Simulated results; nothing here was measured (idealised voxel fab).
process module | voxel released beams
cross-section cut | 230 nm wide | cells 5 nm
A cross-section is a grid of square cells, given in bands from the top down. A band is one or more rows of cells.
Each band's line starts with the height of the band's top and of its bottom, in nm. Then come its materials from left to right, each with its width in nm. One material with "throughout" fills the band from edge to edge. "air" is empty space.
Height 0 is the level under which the wafer as received is all one material. The lowest band goes on downwards, as in "0 down".
A width such as "30 to 40" changes by the same amount from each row of cells to the next, from the band's top row to its bottom row.
"no change" after a step means that no cell of the cross-section changed.
closed voids: empty space of 8 cells or more with no open way to the top, each as width x height at its distance from the left edge, in nm
after a step's settings: what the simulator itself notes on the step
overlay nm, on a step with a mask: how far to the right of its planned place the mask lay; to the left if negative
plan
1 op RECEIVE | material Si
2 op CONFORMAL_DEP | material SiN | thk nm 5
3 op DIRECTIONAL_DEP | material SiO2 | thk nm 10
4 op DIRECTIONAL_DEP | material aC | thk nm 10
5 op PATTERN | tone open | mask id ANCHOR | material resist | width nm 45 | thk nm 30 | overlay nm 0
6 op DIRECTIONAL_ETCH | etch materials aC | depth nm 10
7 op STRIP | etch materials resist
8 op DIRECTIONAL_ETCH | etch materials SiO2 | depth nm 10
9 op STRIP | etch materials aC
10 op CONFORMAL_DEP | material TiN | thk nm 15
11 op PATTERN | tone cover | mask id BEAM | material resist | width nm 120 | thk nm 15 | overlay nm 0
12 op DIRECTIONAL_ETCH | etch materials TiN | depth nm 15
13 op STRIP | etch materials resist
14 op STRIP | etch materials SiO2
first wafer, as planned
as received, after step 1
  0 down: Si throughout
  closed voids: none
after step 2
  5 to 0: SiN throughout
  below 0: unchanged
after step 3
  15 to 5: SiO2 throughout
  below 5: unchanged
after step 4
  25 to 15: aC throughout
  below 15: unchanged
after step 5
  55 to 25: resist 55 | air 45 | resist 130
  below 25: unchanged
after step 6
  45 to 25: resist 55 | air 45 | resist 130
  25 to 15: aC 55 | air 45 | aC 130
  below 15: unchanged
after step 7
  25 to 15: aC 55 | air 45 | aC 130
  below 15: unchanged
after step 8
  25 to 15: aC 55 | air 45 | aC 130
  15 to 5: SiO2 55 | air 45 | SiO2 130
  below 5: unchanged
after step 9
  15 to 5: SiO2 55 | air 45 | SiO2 130
  below 5: unchanged
after step 10
  30 to 20: TiN 70 | air 15 | TiN 145
  20 to 15: TiN throughout
  15 to 5: SiO2 55 | TiN 45 | SiO2 130
  below 5: unchanged
after step 11
  45 to 30: air 50 | resist 120 | air 60
  30 to 20: TiN 70 | resist 15 | TiN 145
  below 20: unchanged
after step 12
  45 to 30: air 50 | resist 120 | air 60
  30 to 20: air 50 | TiN 20 | resist 15 | TiN 85 | air 60
  20 to 15: air 50 | TiN 120 | air 60
  below 15: unchanged
after step 13
  30 to 20: air 50 | TiN 20 | air 15 | TiN 85 | air 60
  below 20: unchanged
after step 14
  30 to 20: air 50 | TiN 20 | air 15 | TiN 85 | air 60
  20 to 15: air 50 | TiN 120 | air 60
  15 to 5: air 55 | TiN 45 | air 130
  below 5: unchanged
second wafer: like start, like plan, one mistake. Through step 9 it matches the first wafer
when step 10 should have ended
  45 to 15: TiN throughout
  15 to 5: SiO2 55 | TiN 45 | SiO2 130
  below 5: unchanged
when step 11 should have ended
  60 to 45: air 50 | resist 120 | air 60
  below 45: unchanged
when step 12 should have ended
  60 to 45: air 50 | resist 120 | air 60
  45 to 30: air 50 | TiN 120 | air 60
  below 30: unchanged
when step 13 should have ended
  45 to 30: air 50 | TiN 120 | air 60
  below 30: unchanged
when step 14 should have ended: no change
what went wrong: step 10 was run twice
at the end the second wafer has, in cells: 74 more of SiO2 | 144 more of TiN
